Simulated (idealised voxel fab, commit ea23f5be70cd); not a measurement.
process module | voxel plated lines
cross-section cut | 260 nm wide | cells 5 nm
A cross-section is a grid of square cells, given in bands from the top down. A band is one or more rows of cells.
Each band's line starts with the height of the band's top and of its bottom, in nm. Then come its materials from left to right, each with its width in nm. One material with "throughout" fills the band from edge to edge. "air" is empty space.
Height 0 is the level under which the wafer as received is all one material. The lowest band goes on downwards, as in "0 down".
A width such as "30 to 40" changes by the same amount from each row of cells to the next, from the band's top row to its bottom row.
"no change" after a step means that no cell of the cross-section changed.
closed voids: empty space of 8 cells or more with no open way to the top, each as width x height at its distance from the left edge, in nm
after a step's settings: what the simulator itself notes on the step
overlay nm, on a step with a mask: how far to the right of its planned place the mask lay; to the left if negative
plan
1 op RECEIVE | material Si
2 op CONFORMAL_DEP | material SiO2 | thk nm 15
3 op DIRECTIONAL_DEP | material TiN | thk nm 5
4 op PATTERN | tone open | mask id LINES | material resist | width nm 20 | pitch nm 45 | thk nm 25 | overlay nm 0
5 op EPI | material Ru | thk nm 10
6 op EPI | material Ru | thk nm 5
7 op STRIP | etch materials resist
8 op DIRECTIONAL_ETCH | etch materials TiN | depth nm 5
9 op CONFORMAL_DEP | material SiCN | thk nm 10
as received, after step 1
  0 down: Si throughout
  closed voids: none
first wafer at the end, as planned
  45 to 35: air 85 | SiCN 40 | air 5 | SiCN 40 | air 90
  35 to 25: air 85 | SiCN 10 | Ru 20 | SiCN 10 | air 5 | SiCN 10 | Ru 20 | SiCN 10 | air 90
  25 to 20: SiCN 95 | Ru 20 | SiCN 25 | Ru 20 | SiCN 100
  20 to 15: SiCN 95 | TiN 20 | SiCN 25 | TiN 20 | SiCN 100
  15 to 0: SiO2 throughout
  0 down: Si throughout
  closed voids: none
second wafer at the end: like start, like plan, one mistake
  45 to 35: air 80 | SiCN 95 | air 85
  35 to 25: SiCN 90 | Ru 30 | SiCN 15 | Ru 30 | SiCN 95
  25 to 20: Ru throughout
  20 to 15: TiN throughout
  15 to 0: SiO2 throughout
  0 down: Si throughout
  closed voids: none
what went wrong: steps 6 and 7 were swapped
at the end the second wafer has, in cells: 52 more of Ru | 18 fewer of SiCN | 44 more of TiN
